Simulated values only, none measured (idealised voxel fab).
process module | voxel air gaps
cross-section cut | 235 nm wide | cells 5 nm
A cross-section is a grid of square cells, given in bands from the top down. A band is one or more rows of cells.
Each band's line starts with the height of the band's top and of its bottom, in nm. Then come its materials from left to right, each with its width in nm. One material with "throughout" fills the band from edge to edge. "air" is empty space.
Height 0 is the level under which the wafer as received is all one material. The lowest band goes on downwards, as in "0 down".
A width such as "30 to 40" changes by the same amount from each row of cells to the next, from the band's top row to its bottom row.
"no change" after a step means that no cell of the cross-section changed.
closed voids: empty space of 8 cells or more with no open way to the top, each as width x height at its distance from the left edge, in nm
after a step's settings: what the simulator itself notes on the step
overlay nm, on a step with a mask: how far to the right of its planned place the mask lay; to the left if negative
plan
1 op RECEIVE | material Si
2 op CONFORMAL_DEP | material SiO2 | thk nm 15
3 op CONFORMAL_DEP | material SiCN | thk nm 5
4 op DIRECTIONAL_DEP | material SiO2 | thk nm 35
5 op MASKED_ETCH | tone open | mask id LINES | width nm 25 | pitch nm 50 | etch materials SiO2 | depth nm 35 | overlay nm 0
6 op CONFORMAL_DEP | material TiN | thk nm 5
7 op FILL_DEP | material W | thk nm 10
8 op CMP | height nm 55
9 op EPI | material Ru | thk nm 10
10 op SELECTIVE_ETCH | etch materials SiO2 | depth nm 45
11 op CONFORMAL_DEP | material SiCN | thk nm 5
as received, after step 1
  0 down: Si throughout
  closed voids: none
first wafer at the end, as planned
  70 to 65: air 40 | SiCN 155 | air 40
  65 to 55: air 40 | SiCN 5 | Ru 45 | SiCN 5 | Ru 45 | SiCN 5 | Ru 45 | SiCN 5 | air 40
  55 to 50: air 40 | SiCN 15 | TiN 5 | W 15 | TiN 5 | SiCN 25 | TiN 5 | W 15 | TiN 5 | SiCN 25 | TiN 5 | W 15 | TiN 5 | SiCN 15 | air 40
  50 to 25: air 50 | SiCN 5 | TiN 5 | W 15 | TiN 5 | SiCN 5 | air 15 | SiCN 5 | TiN 5 | W 15 | TiN 5 | SiCN 5 | air 15 | SiCN 5 | TiN 5 | W 15 | TiN 5 | SiCN 5 | air 50
  25 to 20: SiCN 55 | TiN 25 | SiCN 25 | TiN 25 | SiCN 25 | TiN 25 | SiCN 55
  20 to 15: SiCN throughout
  15 to 0: SiO2 throughout
  0 down: Si throughout
  closed voids: 15 x 25 at 85; 15 x 25 at 135
second wafer at the end: like start, like plan, one mistake
  70 to 65: air 45 | SiCN 150 | air 40
  65 to 55: air 45 | SiCN 5 | Ru 40 | SiCN 10 | Ru 40 | SiCN 10 | Ru 40 | SiCN 5 | air 40
  55 to 50: air 45 | SiCN 15 | TiN 5 | W 10 | TiN 5 | SiCN 30 | TiN 5 | W 10 | TiN 5 | SiCN 30 | TiN 5 | W 10 | TiN 5 | SiCN 15 | air 40
  50 to 25: air 55 | SiCN 5 | TiN 5 | W 10 | TiN 5 | SiCN 5 | air 20 | SiCN 5 | TiN 5 | W 10 | TiN 5 | SiCN 5 | air 20 | SiCN 5 | TiN 5 | W 10 | TiN 5 | SiCN 5 | air 50
  25 to 20: SiCN 60 | TiN 20 | SiCN 30 | TiN 20 | SiCN 30 | TiN 20 | SiCN 55
  20 to 15: SiCN throughout
  15 to 0: SiO2 throughout
  0 down: Si throughout
  closed voids: 20 x 25 at 85; 20 x 25 at 135
what went wrong: step 5 ran as: op MASKED_ETCH | tone open | mask id LINES | width nm 20 | pitch nm 50 | etch materials SiO2 | depth nm 35 | overlay nm 0
at the end the second wafer has, in cells: 6 fewer of Ru | 8 more of SiCN | 3 fewer of TiN | 18 fewer of W
